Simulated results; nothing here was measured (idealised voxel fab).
process module | voxel transistor to metal
cross-section cut | 285 nm wide | cells 5 nm
A cross-section is a grid of square cells, given in bands from the top down. A band is one or more rows of cells.
Each band's line starts with the height of the band's top and of its bottom, in nm. Then come its materials from left to right, each with its width in nm. One material with "throughout" fills the band from edge to edge. "air" is empty space.
Height 0 is the level under which the wafer as received is all one material. The lowest band goes on downwards, as in "0 down".
A width such as "30 to 40" changes by the same amount from each row of cells to the next, from the band's top row to its bottom row.
"no change" after a step means that no cell of the cross-section changed.
closed voids: empty space of 8 cells or more with no open way to the top, each as width x height at its distance from the left edge, in nm
after a step's settings: what the simulator itself notes on the step
overlay nm, on a step with a mask: how far to the right of its planned place the mask lay; to the left if negative
plan
1 op RECEIVE | material Si
2 op OXIDIZE | depth nm 5
3 op CONFORMAL_DEP | material SiN | thk nm 10
4 op PATTERN | tone cover | mask id ACTIVE | material resist | width nm 110 | pitch nm 135 | thk nm 20 | overlay nm 0
5 op DIRECTIONAL_ETCH | etch materials SiN | depth nm 10
6 op DIRECTIONAL_ETCH | etch materials SiO2 | depth nm 5
7 op DIRECTIONAL_ETCH | etch materials Si | depth nm 30
8 op STRIP | etch materials resist
9 op OXIDIZE | depth nm 5
10 op FILL_DEP | material SiO2 | thk nm 10
11 op CMP | height nm 10
12 op SELECTIVE_ETCH | etch materials SiO2 | depth nm 10
13 op STRIP | etch materials SiN
14 op SELECTIVE_ETCH | etch materials SiO2 | depth nm 5
15 op OXIDIZE | depth nm 5
16 op DIRECTIONAL_DEP | material polySi | thk nm 30
17 op DIRECTIONAL_DEP | material SiCN | thk nm 15
18 op PATTERN | tone cover | mask id GATE | material resist | width nm 30 | pitch nm 135 | thk nm 20 | overlay nm 0
19 op DIRECTIONAL_ETCH | etch materials SiCN | depth nm 25
20 op DIRECTIONAL_ETCH | etch materials polySi | depth nm 40
21 op STRIP | etch materials resist
22 op CONFORMAL_DEP | material SiO2 | thk nm 5
23 op DIRECTIONAL_ETCH | etch materials SiO2 | depth nm 5
24 op CONFORMAL_DEP | material SiN | thk nm 10
25 op DIRECTIONAL_ETCH | etch materials SiN | depth nm 10
26 op DIRECTIONAL_ETCH | etch materials SiO2 | depth nm 5
27 op DIRECTIONAL_ETCH | etch materials Si | depth nm 10
28 op EPI | material pSi | thk nm 10
29 op FILL_DEP | material SiO2 | thk nm 5
30 op CMP | height nm 25
31 op STRIP | etch materials polySi
32 op SELECTIVE_ETCH | etch materials SiO2 | depth nm 5
33 op CONFORMAL_DEP | material HfO2 | thk nm 5
34 op CONFORMAL_DEP | material TiN | thk nm 5
35 op FILL_DEP | material W | thk nm 10
36 op CMP | height nm 20
37 op DIRECTIONAL_DEP | material SiO2 | thk nm 10
38 op MASKED_ETCH | tone open | mask id CONTACT | width nm 15 | etch materials SiO2 | depth nm 40 | overlay nm 0
39 op CONFORMAL_DEP | material TiN | thk nm 5
40 op FILL_DEP | material Ru | thk nm 10
41 op CMP | height nm 30
42 op CONFORMAL_DEP | material SiN | thk nm 5
43 op DIRECTIONAL_DEP | material lowk | thk nm 20
44 op MASKED_ETCH | tone open | mask id METAL_1 | width nm 15 | etch materials lowk | depth nm 20 | overlay nm 0
45 op MASKED_ETCH | tone open | mask id METAL_1 | width nm 15 | etch materials SiN | depth nm 5 | overlay nm 0
46 op CONFORMAL_DEP | material TiN | thk nm 5
47 op FILL_DEP | material Ru | thk nm 10
48 op CMP | height nm 55
49 op CONFORMAL_DEP | material SiCN | thk nm 5
50 op DIRECTIONAL_DEP | material lowk | thk nm 30
51 op PATTERN | tone open | mask id METAL_2 | material resist | width nm 15 | pitch nm 135 | thk nm 15 | overlay nm 0
52 op DIRECTIONAL_ETCH | etch materials lowk | depth nm 20
53 op STRIP | etch materials resist
54 op MASKED_ETCH | tone open | mask id METAL_2_HOLES | width nm 15 | pitch nm 135 | etch materials lowk | depth nm 10 | overlay nm 0
55 op MASKED_ETCH | tone open | mask id METAL_2_HOLES | width nm 15 | pitch nm 135 | etch materials SiCN | depth nm 5 | overlay nm 0
56 op CONFORMAL_DEP | material TiN | thk nm 5
57 op FILL_DEP | material Cu | thk nm 10
58 op CMP | height nm 90
59 op CONFORMAL_DEP | material SiCN | thk nm 5
as received, after step 1
  0 down: Si throughout
  closed voids: none
first wafer at the end, as planned
  95 to 90: SiCN throughout
  90 to 60: lowk 30 | TiN 5 | Cu 5 | TiN 5 | lowk 120 | TiN 5 | Cu 5 | TiN 5 | lowk 105
  60 to 55: SiCN 30 | TiN 15 | SiCN 120 | TiN 15 | SiCN 105
  55 to 35: lowk 30 | TiN 5 | Ru 5 | TiN 5 | lowk 60 | TiN 5 | Ru 5 | TiN 5 | lowk 45 | TiN 5 | Ru 5 | TiN 5 | lowk 60 | TiN 5 | Ru 5 | TiN 5 | lowk 30
  35 to 30: SiN 30 | TiN 15 | SiN 60 | TiN 15 | SiN 45 | TiN 15 | SiN 60 | TiN 15 | SiN 30
  30 to 20: SiO2 30 | TiN 5 | Ru 5 | TiN 5 | SiO2 60 | TiN 5 | Ru 5 | TiN 5 | SiO2 45 | TiN 5 | Ru 5 | TiN 5 | SiO2 60 | TiN 5 | Ru 5 | TiN 5 | SiO2 30
  20 to 5: SiO2 30 | TiN 5 | Ru 5 | TiN 5 | SiN 10 | HfO2 5 | TiN 5 | W 20 | TiN 5 | HfO2 5 | SiN 10 | TiN 5 | Ru 5 | TiN 5 | SiO2 45 | TiN 5 | Ru 5 | TiN 5 | SiN 10 | HfO2 5 | TiN 5 | W 20 | TiN 5 | HfO2 5 | SiN 10 | TiN 5 | Ru 5 | TiN 5 | SiO2 30
  5 to 0: SiO2 30 | TiN 15 | SiN 10 | HfO2 5 | TiN 5 | W 20 | TiN 5 | HfO2 5 | SiN 10 | TiN 15 | SiO2 45 | TiN 15 | SiN 10 | HfO2 5 | TiN 5 | W 20 | TiN 5 | HfO2 5 | SiN 10 | TiN 15 | SiO2 30
  0 to -5: SiO2 30 | TiN 5 | pSi 10 | SiN 10 | HfO2 5 | TiN 30 | HfO2 5 | SiN 10 | pSi 10 | TiN 5 | SiO2 45 | TiN 5 | pSi 10 | SiN 10 | HfO2 5 | TiN 30 | HfO2 5 | SiN 10 | pSi 10 | TiN 5 | SiO2 30
  -5 to -10: SiO2 30 | TiN 5 | pSi 10 | SiO2 10 | HfO2 40 | SiO2 10 | pSi 10 | TiN 5 | SiO2 45 | TiN 5 | pSi 10 | SiO2 10 | HfO2 40 | SiO2 10 | pSi 10 | TiN 5 | SiO2 30
  -10 to -20: SiO2 25 | pSi 20 | Si 60 | pSi 20 | SiO2 35 | pSi 20 | Si 60 | pSi 20 | SiO2 25
  -20 to -40: SiO2 25 | Si 100 | SiO2 35 | Si 100 | SiO2 25
  -40 down: Si throughout
  closed voids: none
second wafer at the end: like start, like plan, one mistake
  95 to 90: SiCN throughout
  90 to 60: lowk throughout
  60 to 55: SiCN throughout
  55 to 35: lowk 30 | TiN 5 | Ru 5 | TiN 5 | lowk 60 | TiN 5 | Ru 5 | TiN 5 | lowk 45 | TiN 5 | Ru 5 | TiN 5 | lowk 60 | TiN 5 | Ru 5 | TiN 5 | lowk 30
  35 to 30: SiN 30 | TiN 15 | SiN 60 | TiN 15 | SiN 45 | TiN 15 | SiN 60 | TiN 15 | SiN 30
  30 to 20: SiO2 30 | TiN 5 | Ru 5 | TiN 5 | SiO2 60 | TiN 5 | Ru 5 | TiN 5 | SiO2 45 | TiN 5 | Ru 5 | TiN 5 | SiO2 60 | TiN 5 | Ru 5 | TiN 5 | SiO2 30
  20 to 5: SiO2 30 | TiN 5 | Ru 5 | TiN 5 | SiN 10 | HfO2 5 | TiN 5 | W 20 | TiN 5 | HfO2 5 | SiN 10 | TiN 5 | Ru 5 | TiN 5 | SiO2 45 | TiN 5 | Ru 5 | TiN 5 | SiN 10 | HfO2 5 | TiN 5 | W 20 | TiN 5 | HfO2 5 | SiN 10 | TiN 5 | Ru 5 | TiN 5 | SiO2 30
  5 to 0: SiO2 30 | TiN 15 | SiN 10 | HfO2 5 | TiN 5 | W 20 | TiN 5 | HfO2 5 | SiN 10 | TiN 15 | SiO2 45 | TiN 15 | SiN 10 | HfO2 5 | TiN 5 | W 20 | TiN 5 | HfO2 5 | SiN 10 | TiN 15 | SiO2 30
  0 to -5: SiO2 30 | TiN 5 | pSi 10 | SiN 10 | HfO2 5 | TiN 30 | HfO2 5 | SiN 10 | pSi 10 | TiN 5 | SiO2 45 | TiN 5 | pSi 10 | SiN 10 | HfO2 5 | TiN 30 | HfO2 5 | SiN 10 | pSi 10 | TiN 5 | SiO2 30
  -5 to -10: SiO2 30 | TiN 5 | pSi 10 | SiO2 10 | HfO2 40 | SiO2 10 | pSi 10 | TiN 5 | SiO2 45 | TiN 5 | pSi 10 | SiO2 10 | HfO2 40 | SiO2 10 | pSi 10 | TiN 5 | SiO2 30
  -10 to -20: SiO2 25 | pSi 20 | Si 60 | pSi 20 | SiO2 35 | pSi 20 | Si 60 | pSi 20 | SiO2 25
  -20 to -40: SiO2 25 | Si 100 | SiO2 35 | Si 100 | SiO2 25
  -40 down: Si throughout
  closed voids: none
what went wrong: step 50 was run twice
at the end the second wafer has, in cells: 12 fewer of Cu | 6 more of SiCN | 30 fewer of TiN | 36 more of lowk
